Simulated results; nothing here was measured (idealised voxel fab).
process module | voxel air gaps
cross-section cut | 185 nm wide | cells 5 nm
A cross-section is a grid of square cells, given in bands from the top down. A band is one or more rows of cells.
Each band's line starts with the height of the band's top and of its bottom, in nm. Then come its materials from left to right, each with its width in nm. One material with "throughout" fills the band from edge to edge. "air" is empty space.
Height 0 is the level under which the wafer as received is all one material. The lowest band goes on downwards, as in "0 down".
A width such as "30 to 40" changes by the same amount from each row of cells to the next, from the band's top row to its bottom row.
"no change" after a step means that no cell of the cross-section changed.
closed voids: empty space of 8 cells or more with no open way to the top, each as width x height at its distance from the left edge, in nm
after a step's settings: what the simulator itself notes on the step
overlay nm, on a step with a mask: how far to the right of its planned place the mask lay; to the left if negative
plan
1 op RECEIVE | material Si
2 op CONFORMAL_DEP | material SiO2 | thk nm 15
3 op CONFORMAL_DEP | material SiN | thk nm 5
4 op DIRECTIONAL_DEP | material SiO2 | thk nm 40
5 op PATTERN | tone open | mask id LINES | material resist | width nm 25 | pitch nm 50 | thk nm 15 | overlay nm 0
6 op DIRECTIONAL_ETCH | etch materials SiO2 | depth nm 40
7 op STRIP | etch materials resist
8 op CONFORMAL_DEP | material TiN | thk nm 5
9 op FILL_DEP | material W | thk nm 10
10 op CMP | height nm 60
11 op EPI | material Ru | thk nm 10
12 op SELECTIVE_ETCH | etch materials SiO2 | depth nm 50
13 op CONFORMAL_DEP | material SiCN | thk nm 5
as received, after step 1
  0 down: Si throughout
  closed voids: none
a wafer at the end: this start, this plan, one mistake
  75 to 70: air 15 | SiCN 155 | air 15
  70 to 60: air 15 | SiCN 5 | Ru 45 | SiCN 5 | Ru 45 | SiCN 5 | Ru 45 | SiCN 5 | air 15
  60 to 55: air 15 | SiCN 15 | TiN 5 | W 15 | TiN 5 | SiCN 25 | TiN 5 | W 15 | TiN 5 | SiCN 25 | TiN 5 | W 15 | TiN 5 | SiCN 15 | air 15
  55 to 25: air 25 | SiCN 5 | TiN 5 | W 15 | TiN 5 | SiCN 5 | air 15 | SiCN 5 | TiN 5 | W 15 | TiN 5 | SiCN 5 | air 15 | SiCN 5 | TiN 5 | W 15 | TiN 5 | SiCN 5 | air 25
  25 to 20: air 25 | SiCN 5 | TiN 25 | SiCN 5 | air 15 | SiCN 5 | TiN 25 | SiCN 5 | air 15 | SiCN 5 | TiN 25 | SiCN 5 | air 25
  20 to 15: air 25 | SiCN 15 | SiO2 5 | SiCN 15 | air 15 | SiCN 15 | SiO2 5 | SiCN 15 | air 15 | SiCN 15 | SiO2 5 | SiCN 15 | air 25
  15 to 10: SiCN 40 | SiO2 5 | SiCN 45 | SiO2 5 | SiCN 45 | SiO2 5 | SiCN 40
  10 to 5: SiO2 throughout
  5 to 0: SiN throughout
  0 down: Si throughout
  closed voids: 15 x 40 at 60; 15 x 40 at 110
what went wrong: steps 2 and 3 were swapped
